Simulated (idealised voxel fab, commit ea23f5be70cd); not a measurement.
process module | voxel ribs on slabs
Pictured: cross-section cut, 270 nm wide, on a grid of 5 nm square cells.
Cross-section, as written here: a square-cell grid given band by band from the top down, where a band holds one or more rows of cells.
It is stipulated that each band's entry specify, in nanometres, the height of the top of the band and then that of its bottom, followed by the materials of the band in left-to-right sequence, each together with its width in nanometres. A single material marked by the word "edge to edge" is understood to fill the band from edge to edge; the word "empty" is understood to denote empty space.
Height reference: 0 = level under which incoming wafer is all one material. Lowest band: no bottom, runs on downward, e.g. "from 0 down".
Width: "30->40" (first number = top row, second number = bottom row, same change from row to row of cells).
"no modification" (step): cross-section cells unchanged, all of them.
"Sealed cavities": empty spaces of 8 cells or more with no open way to the top, each given as width x height at distance, distance from the left edge, all in nm.
If you see something after the settings on a step's line, that's the simulator's own remark about that step.
"overlay nm", when on a step's line for a step with a mask, measures how far to the right of its planned place the mask lay; a negative measure means to the left.
So here's the lineup of process steps we planned:
1. op RECEIVE | material Si
2. op DIRECTIONAL_DEP | material SiO2 | thk nm 25
3. op DIRECTIONAL_DEP | material polySi | thk nm 25
4. op DIRECTIONAL_DEP | material aC | thk nm 15
5. op PATTERN | tone cover | mask id RIB | material resist | width nm 20 | thk nm 30 | overlay nm 0
6. op DIRECTIONAL_ETCH | etch materials aC | depth nm 15
7. op STRIP | etch materials resist
8. op DIRECTIONAL_ETCH | etch materials polySi | depth nm 15
9. op STRIP | etch materials aC
10. op MASKED_ETCH | tone cover | mask id SLAB | width nm 70 | etch materials polySi | depth nm 10 | overlay nm 0
11. op FILL_DEP | material SiO2 | thk nm 30
12. op CMP | height nm 70
13. op DIRECTIONAL_DEP | material TiN | thk nm 10
14. op MASKED_ETCH | tone cover | mask id HEATER | width nm 30 | etch materials TiN | depth nm 10 | overlay nm 0
15. op CONFORMAL_DEP | material SiO2 | thk nm 10
What follows covers the first of two wafers; it ran as planned:
The cross-section here shows the wafer as received, i.e. in its state after step 1:
> from 0 down = Si edge to edge
> Sealed cavities: none
The following cross-section depicts the wafer upon completion of step 2:
> from 25 to 0 = SiO2 edge to edge
> Below 0 it's all the same as before, nothing changed down there.
The following cross-section depicts the wafer upon completion of step 3:
> from 50 to 25 = polySi edge to edge
> Below 25 it's all the same as before, nothing changed down there.
The following cross-section depicts the wafer upon completion of step 4:
> from 65 to 50 = aC edge to edge
> Below 50 it's all the same as before, nothing changed down there.
The following cross-section depicts the wafer upon completion of step 5:
> from 95 to 65 = 125 nm empty | 20 nm resist | 125 nm empty
> Below 65 it's all the same as before, nothing changed down there.
The following cross-section depicts the wafer upon completion of step 6:
> from 80 to 65 = 125 nm empty | 20 nm resist | 125 nm empty
> from 65 to 50 = 125 nm empty | 20 nm aC | 125 nm empty
> Below 50 it's all the same as before, nothing changed down there.
The following cross-section depicts the wafer upon completion of step 7:
> from 65 to 50 = 125 nm empty | 20 nm aC | 125 nm empty
> Below 50 it's all the same as before, nothing changed down there.
The following cross-section depicts the wafer upon completion of step 8:
> from 65 to 50 = 125 nm empty | 20 nm aC | 125 nm empty
> from 50 to 35 = 125 nm empty | 20 nm polySi | 125 nm empty
> Below 35 it's all the same as before, nothing changed down there.
The following cross-section depicts the wafer upon completion of step 9:
> from 50 to 35 = 125 nm empty | 20 nm polySi | 125 nm empty
> Below 35 it's all the same as before, nothing changed down there.
The following cross-section depicts the wafer upon completion of step 10:
> from 50 to 35 = 125 nm empty | 20 nm polySi | 125 nm empty
> from 35 to 25 = 100 nm empty | 70 nm polySi | 100 nm empty
> Below 25 it's all the same as before, nothing changed down there.
The following cross-section depicts the wafer upon completion of step 11:
> from 80 to 50 = SiO2 edge to edge
> from 50 to 35 = 125 nm SiO2 | 20 nm polySi | 125 nm SiO2
> from 35 to 25 = 100 nm SiO2 | 70 nm polySi | 100 nm SiO2
> Below 25 it's all the same as before, nothing changed down there.
The following cross-section depicts the wafer upon completion of step 12:
> from 70 to 50 = SiO2 edge to edge
> Below 50 it's all the same as before, nothing changed down there.
The following cross-section depicts the wafer upon completion of step 13:
> from 80 to 70 = TiN edge to edge
> Below 70 it's all the same as before, nothing changed down there.
The following cross-section depicts the wafer upon completion of step 14:
> from 80 to 70 = 120 nm empty | 30 nm TiN | 120 nm empty
> Below 70 it's all the same as before, nothing changed down there.
The following cross-section depicts the wafer upon completion of step 15:
> from 90 to 80 = 110 nm empty | 50 nm SiO2 | 110 nm empty
> from 80 to 70 = 120 nm SiO2 | 30 nm TiN | 120 nm SiO2
> Below 70 it's all the same as before, nothing changed down there.
Notes, second wafer: start = first wafer's, plan = first wafer's, execution had one mistake; history identical to first through step 2:
Look at the second wafer in cross-section at the time step 3 ought to have finished:
> from 75 to 25 = polySi edge to edge
> Below 25 it's all the same as before, nothing changed down there.
Look at the second wafer in cross-section at the time step 4 ought to have finished:
> from 90 to 75 = aC edge to edge
> Below 75 it's all the same as before, nothing changed down there.
Look at the second wafer in cross-section at the time step 5 ought to have finished:
> from 120 to 90 = 125 nm empty | 20 nm resist | 125 nm empty
> Below 90 it's all the same as before, nothing changed down there.
Look at the second wafer in cross-section at the time step 6 ought to have finished:
> from 105 to 90 = 125 nm empty | 20 nm resist | 125 nm empty
> from 90 to 75 = 125 nm empty | 20 nm aC | 125 nm empty
> Below 75 it's all the same as before, nothing changed down there.
Look at the second wafer in cross-section at the time step 7 ought to have finished:
> from 90 to 75 = 125 nm empty | 20 nm aC | 125 nm empty
> Below 75 it's all the same as before, nothing changed down there.
Look at the second wafer in cross-section at the time step 8 ought to have finished:
> from 90 to 75 = 125 nm empty | 20 nm aC | 125 nm empty
> from 75 to 60 = 125 nm empty | 20 nm polySi | 125 nm empty
> Below 60 it's all the same as before, nothing changed down there.
Look at the second wafer in cross-section at the time step 9 ought to have finished:
> from 75 to 60 = 125 nm empty | 20 nm polySi | 125 nm empty
> Below 60 it's all the same as before, nothing changed down there.
Look at the second wafer in cross-section at the time step 10 ought to have finished:
> from 75 to 60 = 125 nm empty | 20 nm polySi | 125 nm empty
> from 60 to 50 = 100 nm empty | 70 nm polySi | 100 nm empty
> Below 50 it's all the same as before, nothing changed down there.
Look at the second wafer in cross-section at the time step 11 ought to have finished:
> from 105 to 75 = SiO2 edge to edge
> from 75 to 60 = 125 nm SiO2 | 20 nm polySi | 125 nm SiO2
> from 60 to 50 = 100 nm SiO2 | 70 nm polySi | 100 nm SiO2
> Below 50 it's all the same as before, nothing changed down there.
Look at the second wafer in cross-section at the time step 12 ought to have finished:
> from 70 to 60 = 125 nm SiO2 | 20 nm polySi | 125 nm SiO2
> Below 60 it's all the same as before, nothing changed down there.
Look at the second wafer in cross-section at the time step 13 ought to have finished:
> from 80 to 70 = TiN edge to edge
> Below 70 it's all the same as before, nothing changed down there.
Look at the second wafer in cross-section at the time step 14 ought to have finished:
> from 80 to 70 = 120 nm empty | 30 nm TiN | 120 nm empty
> Below 70 it's all the same as before, nothing changed down there.
Look at the second wafer in cross-section at the time step 15 ought to have finished:
> from 90 to 80 = 110 nm empty | 50 nm SiO2 | 110 nm empty
> from 80 to 70 = 120 nm SiO2 | 30 nm TiN | 120 nm SiO2
> Below 70 it's all the same as before, nothing changed down there.
Processing error: regarding the plan, step 3 was run twice
In the final state, the cell counts of the second wafer exceed or fall short of those of the first for the following materials: 266 fewer of SiO2; 266 more of polySi
